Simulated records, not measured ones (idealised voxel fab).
Process module under the name voxel ribs on slabs
Square cell edge 5 nm, section width 150 nm, ID cut.
We lay out every cross-section as a grid of square cells and spell it out in bands from the top down, where one band means one or more rows of cells.
For a band, the entry starts with two heights in nm, that of the top and then that of the bottom, and carries on with the band's materials in order from left to right, each alongside its width in nm; the word "throughout" beside a single material means it fills the band edge to edge, and "blank" means empty space.
Heights are reckoned from 0. Under this level, the received wafer is all of one material. The bottommost band is open-ended downward, for example "0..down".
The two numbers in a width such as "30 to 40" mark its ends across the band: the first belongs to the top row of cells, the second to the bottom row, and from each row to the next the width moves by the same amount.
The cross-section has no changed cell in any step marked "no alteration".
In "Enclosed void catalog" the enclosed voids are listed, meaning empty spaces of 8 cells or larger without any opening to the top. The form is width x height at distance, distance from the left edge, units nm.
Whatever follows a step's settings on its line is a remark the simulator itself makes about that step.
Among the settings permitted on a step's line is "overlay nm"; applied to a step with a mask, it specifies the extent to which the mask lay to the right of its planned position, whereas a negative figure signifies a position to the left.
### The following list gives the planned process steps
- 1: RECEIVE [material Si]
- 2: DIRECTIONAL_DEP [material SiO2] [thk nm 25]
- 3: DIRECTIONAL_DEP [material polySi] [thk nm 25]
- 4: MASKED_ETCH [tone cover] [mask id RIB] [width nm 20] [etch materials polySi] [depth nm 5] [overlay nm 0]
- 5: MASKED_ETCH [tone cover] [mask id SLAB] [width nm 50] [etch materials polySi] [depth nm 20] [overlay nm 0]
- 6: FILL_DEP [material SiO2] [thk nm 25]
- 7: CMP [height nm 65]
- 8: DIRECTIONAL_DEP [material W] [thk nm 5]
- 9: DIRECTIONAL_DEP [material aC] [thk nm 10]
- 10: PATTERN [tone cover] [mask id HEATER] [material resist] [width nm 30] [thk nm 25] [overlay nm 0]
- 11: DIRECTIONAL_ETCH [etch materials aC] [depth nm 10]
- 12: STRIP [etch materials resist]
- 13: DIRECTIONAL_ETCH [etch materials W] [depth nm 5]
- 14: STRIP [etch materials aC]
- 15: CONFORMAL_DEP [material SiN] [thk nm 5]
### So, the first of our two wafers, run just as we planned it
### as received, after step 1
- 0..down = Si throughout
- Enclosed void catalog: none
### Cross-section through the wafer, step 2 finished
- 25..0 = SiO2 throughout
- Below a height of 0, the structure has not been altered.
### Cross-section through the wafer, step 3 finished
- 50..25 = polySi throughout
- Below a height of 25, the structure has not been altered.
### Cross-section through the wafer, step 4 finished
- 50..45 = blank: 65 / polySi: 20 / blank: 65
- Below a height of 45, the structure has not been altered.
### Cross-section through the wafer, step 5 finished
- 50..45 = blank: 65 / polySi: 20 / blank: 65
- 45..25 = blank: 50 / polySi: 50 / blank: 50
- Below a height of 25, the structure has not been altered.
### Cross-section through the wafer, step 6 finished
- 75..50 = SiO2 throughout
- 50..45 = SiO2: 65 / polySi: 20 / SiO2: 65
- 45..25 = SiO2: 50 / polySi: 50 / SiO2: 50
- Below a height of 25, the structure has not been altered.
### Cross-section through the wafer, step 7 finished
- 65..50 = SiO2 throughout
- Below a height of 50, the structure has not been altered.
### Cross-section through the wafer, step 8 finished
- 70..65 = W throughout
- Below a height of 65, the structure has not been altered.
### Cross-section through the wafer, step 9 finished
- 80..70 = aC throughout
- Below a height of 70, the structure has not been altered.
### Cross-section through the wafer, step 10 finished
- 105..80 = blank: 60 / resist: 30 / blank: 60
- Below a height of 80, the structure has not been altered.
### Cross-section through the wafer, step 11 finished
- 95..80 = blank: 60 / resist: 30 / blank: 60
- 80..70 = blank: 60 / aC: 30 / blank: 60
- Below a height of 70, the structure has not been altered.
### Cross-section through the wafer, step 12 finished
- 80..70 = blank: 60 / aC: 30 / blank: 60
- Below a height of 70, the structure has not been altered.
### Cross-section through the wafer, step 13 finished
- 80..70 = blank: 60 / aC: 30 / blank: 60
- 70..65 = blank: 60 / W: 30 / blank: 60
- Below a height of 65, the structure has not been altered.
### Cross-section through the wafer, step 14 finished
- 70..65 = blank: 60 / W: 30 / blank: 60
- Below a height of 65, the structure has not been altered.
### Cross-section through the wafer, step 15 finished
- 75..70 = blank: 55 / SiN: 40 / blank: 55
- 70..65 = SiN: 60 / W: 30 / SiN: 60
- Below a height of 65, the structure has not been altered.
### Second of two: same start, same plan, one run error; steps up to and including 3 match the first
### Cross-section: second wafer, time at which step 4 was scheduled to end
- 50..45 = polySi: 65 / blank: 20 / polySi: 65
- Below a height of 45, the structure has not been altered.
### Cross-section: second wafer, time at which step 5 was scheduled to end
- 50..45 = blank: 50 / polySi: 15 / blank: 20 / polySi: 15 / blank: 50
- 45..30 = blank: 50 / polySi: 50 / blank: 50
- Below a height of 30, the structure has not been altered.
### Cross-section: second wafer, time at which step 6 was scheduled to end
- 75..50 = SiO2 throughout
- 50..45 = SiO2: 50 / polySi: 15 / SiO2: 20 / polySi: 15 / SiO2: 50
- 45..30 = SiO2: 50 / polySi: 50 / SiO2: 50
- Below a height of 30, the structure has not been altered.
### Cross-section: second wafer, time at which step 7 was scheduled to end
- 65..50 = SiO2 throughout
- Below a height of 50, the structure has not been altered.
### Cross-section: second wafer, time at which step 8 was scheduled to end
- 70..65 = W throughout
- Below a height of 65, the structure has not been altered.
### Cross-section: second wafer, time at which step 9 was scheduled to end
- 80..70 = aC throughout
- Below a height of 70, the structure has not been altered.
### Cross-section: second wafer, time at which step 10 was scheduled to end
- 105..80 = blank: 60 / resist: 30 / blank: 60
- Below a height of 80, the structure has not been altered.
### Cross-section: second wafer, time at which step 11 was scheduled to end
- 95..80 = blank: 60 / resist: 30 / blank: 60
- 80..70 = blank: 60 / aC: 30 / blank: 60
- Below a height of 70, the structure has not been altered.
### Cross-section: second wafer, time at which step 12 was scheduled to end
- 80..70 = blank: 60 / aC: 30 / blank: 60
- Below a height of 70, the structure has not been altered.
### Cross-section: second wafer, time at which step 13 was scheduled to end
- 80..70 = blank: 60 / aC: 30 / blank: 60
- 70..65 = blank: 60 / W: 30 / blank: 60
- Below a height of 65, the structure has not been altered.
### Cross-section: second wafer, time at which step 14 was scheduled to end
- 70..65 = blank: 60 / W: 30 / blank: 60
- Below a height of 65, the structure has not been altered.
### Cross-section: second wafer, time at which step 15 was scheduled to end
- 75..70 = blank: 55 / SiN: 40 / blank: 55
- 70..65 = SiN: 60 / W: 30 / SiN: 60
- Below a height of 65, the structure has not been altered.
Processing error: for step 4, the planned setting was not used; the step was instead run as MASKED_ETCH [tone open] [mask id RIB] [width nm 20] [etch materials polySi] [depth nm 5] [overlay nm 0]
FYI, end of process, the second wafer has more or fewer cells of some materials than the first: -22 SiO2; +22 polySi
